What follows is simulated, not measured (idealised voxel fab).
Herein follows the process module entitled voxel wiring stack.
Cross-section cut: width 280 nm, square cells of 5 nm.
Cross-sections here: square-cell grids, written as top-down lists of bands, a band being one or more rows of cells.
A band entry consists of two parts. The first gives the height of the band's top and the height of its bottom, in nm. The rest lists the band's materials from left to right, each with its width in nm. A single material labelled with the word "everywhere" fills the band from edge to edge, and the word "blank" marks empty space.
Heights are reckoned from 0. Under this level, the received wafer is all of one material. The bottommost band is open-ended downward, for example "0 down".
The expression "30 to 40" gives the width at the extremes of the band, the first number at its top row of cells and the second at its bottom row, with the width changing by equal amounts from each row to the next in between.
Where the words "left unchanged" appear for a step, the cross-section shows no cell changed by that step; every cell remained as before.
"Cavities, closed" lists enclosed empty spaces (at least 8 cells, no open path upward to the top), each as width x height at distance from the left edge, in nm.
Formally, on a step line, whatever follows the settings is a remark that the simulator itself makes on the step.
overlay nm: where the mask lay relative to plan, measured to the right, on steps with a mask; negatives go left.

PROCESS STEPS FORESEEN IN THE PLAN
1 RECEIVE,material Si
2 CONFORMAL_DEP,material SiO2,thk nm 15
3 CONFORMAL_DEP,material SiN,thk nm 5
4 DIRECTIONAL_DEP,material lowk,thk nm 20
5 DIRECTIONAL_DEP,material aC,thk nm 10
6 PATTERN,tone open,mask id METAL_1,material resist,width nm 25,pitch nm 45,thk nm 25,overlay nm 0
7 DIRECTIONAL_ETCH,etch materials aC,depth nm 10
8 STRIP,etch materials resist
9 DIRECTIONAL_ETCH,etch materials lowk,depth nm 20
10 DIRECTIONAL_ETCH,etch materials SiN,depth nm 5
11 STRIP,etch materials aC
12 CONFORMAL_DEP,material TiN,thk nm 5
13 FILL_DEP,material Ru,thk nm 5
14 CMP,height nm 40
15 CONFORMAL_DEP,material SiCN,thk nm 5
16 DIRECTIONAL_DEP,material lowk,thk nm 10
17 MASKED_ETCH,tone open,mask id PLUG_1,width nm 15,pitch nm 45,etch materials lowk,depth nm 10,overlay nm 0
18 MASKED_ETCH,tone open,mask id PLUG_1,width nm 15,pitch nm 45,etch materials SiCN,depth nm 5,overlay nm 0
19 EPI,material Ru,thk nm 10
20 EPI,material Ru,thk nm 5
21 CONFORMAL_DEP,material SiN,thk nm 5
22 DIRECTIONAL_DEP,material SiO2,thk nm 15
23 PATTERN,tone open,mask id METAL_2,material resist,width nm 25,pitch nm 45,thk nm 20,overlay nm 0
24 DIRECTIONAL_ETCH,etch materials SiO2,depth nm 15
25 DIRECTIONAL_ETCH,etch materials SiN,depth nm 5
26 STRIP,etch materials resist
27 CONFORMAL_DEP,material TiN,thk nm 5
28 FILL_DEP,material Cu,thk nm 5
29 CMP,height nm 75
30 CONFORMAL_DEP,material SiN,thk nm 5

THE CROSS-SECTION HERE SHOWS THE WAFER AS RECEIVED, I.E. IN ITS STATE AFTER STEP 1
    0 down = Si everywhere
    Cavities, closed: none

THE FOLLOWING CROSS-SECTION DEPICTS THE WAFER UPON CONCLUSION OF THE MODULE. PROCESSING COMMENCED FROM THE STARTING CONDITION ILLUSTRATED ABOVE AND ADHERED TO THE PLAN ILLUSTRATED ABOVE, SAVE FOR ONE MISTAKE IN EXECUTION
    80 to 75 = SiN everywhere
    75 to 60 = SiO2=80 | TiN=5 | Cu=15 | TiN=5 | SiO2=20 | TiN=5 | Cu=15 | TiN=5 | SiO2=20 | TiN=5 | Cu=15 | TiN=5 | SiO2=85
    60 to 55 = SiN=80 | TiN=25 | SiN=20 | TiN=25 | SiN=20 | TiN=25 | SiN=85
    55 to 45 = lowk=80 | Ru=15 | lowk=30 | Ru=15 | lowk=30 | Ru=15 | lowk=95
    45 to 40 = SiCN=80 | Ru=15 | SiCN=30 | Ru=15 | SiCN=30 | Ru=15 | SiCN=95
    40 to 20 = lowk=80 | TiN=5 | Ru=20 | TiN=5 | lowk=15 | TiN=5 | Ru=20 | TiN=5 | lowk=15 | TiN=5 | Ru=20 | TiN=5 | lowk=80
    20 to 15 = SiN=80 | TiN=30 | SiN=15 | TiN=30 | SiN=15 | TiN=30 | SiN=80
    15 to 0 = SiO2 everywhere
    0 down = Si everywhere
    Cavities, closed: none
Plan not followed: step 6 deviated from plan and actually ran as PATTERN,tone open,mask id METAL_1,material resist,width nm 30,pitch nm 45,thk nm 25,overlay nm 0
